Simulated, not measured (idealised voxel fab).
process module | voxel double patterning
cross-section cut | 165 nm wide | cells 5 nm
A cross-section is a grid of square cells, given in bands from the top down. A band is one or more rows of cells.
Each band's line starts with the height of the band's top and of its bottom, in nm. Then come its materials from left to right, each with its width in nm. One material with "throughout" fills the band from edge to edge. "air" is empty space.
Height 0 is the level under which the wafer as received is all one material. The lowest band goes on downwards, as in "0 down".
A width such as "30 to 40" changes by the same amount from each row of cells to the next, from the band's top row to its bottom row.
"no change" after a step means that no cell of the cross-section changed.
closed voids: empty space of 8 cells or more with no open way to the top, each as width x height at its distance from the left edge, in nm
after a step's settings: what the simulator itself notes on the step
overlay nm, on a step with a mask: how far to the right of its planned place the mask lay; to the left if negative
plan
1 op RECEIVE | material Si
2 op CONFORMAL_DEP | material SiO2 | thk nm 10
3 op DIRECTIONAL_DEP | material polySi | thk nm 15
4 op DIRECTIONAL_DEP | material SiN | thk nm 10
5 op DIRECTIONAL_DEP | material aC | thk nm 10
6 op PATTERN | tone open | mask id FIRST | material resist | width nm 15 | pitch nm 50 | thk nm 30 | overlay nm 0
7 op DIRECTIONAL_ETCH | etch materials aC | depth nm 10
8 op STRIP | etch materials resist
9 op DIRECTIONAL_ETCH | etch materials SiN | depth nm 10
10 op STRIP | etch materials aC
11 op DIRECTIONAL_DEP | material aC | thk nm 10
12 op PATTERN | tone open | mask id SECOND | material resist | width nm 15 | pitch nm 50 | thk nm 30 | overlay nm 0
13 op DIRECTIONAL_ETCH | etch materials aC | depth nm 10
14 op STRIP | etch materials resist
15 op DIRECTIONAL_ETCH | etch materials SiN | depth nm 10
16 op STRIP | etch materials aC
17 op DIRECTIONAL_ETCH | etch materials polySi | depth nm 15
18 op STRIP | etch materials SiN
as received, after step 1
  0 down: Si throughout
  closed voids: none
a wafer at the end: this start, this plan, one mistake
  45 to 35: SiO2 25 | air 15 | SiO2 35 | air 15 | SiO2 35 | air 15 | SiO2 25
  35 to 25: SiN 25 | SiO2 15 | SiN 35 | SiO2 15 | SiN 35 | SiO2 15 | SiN 25
  25 to 10: polySi throughout
  10 to 0: SiO2 throughout
  0 down: Si throughout
  closed voids: none
what went wrong: step 11 ran as: op DIRECTIONAL_DEP | material SiO2 | thk nm 10
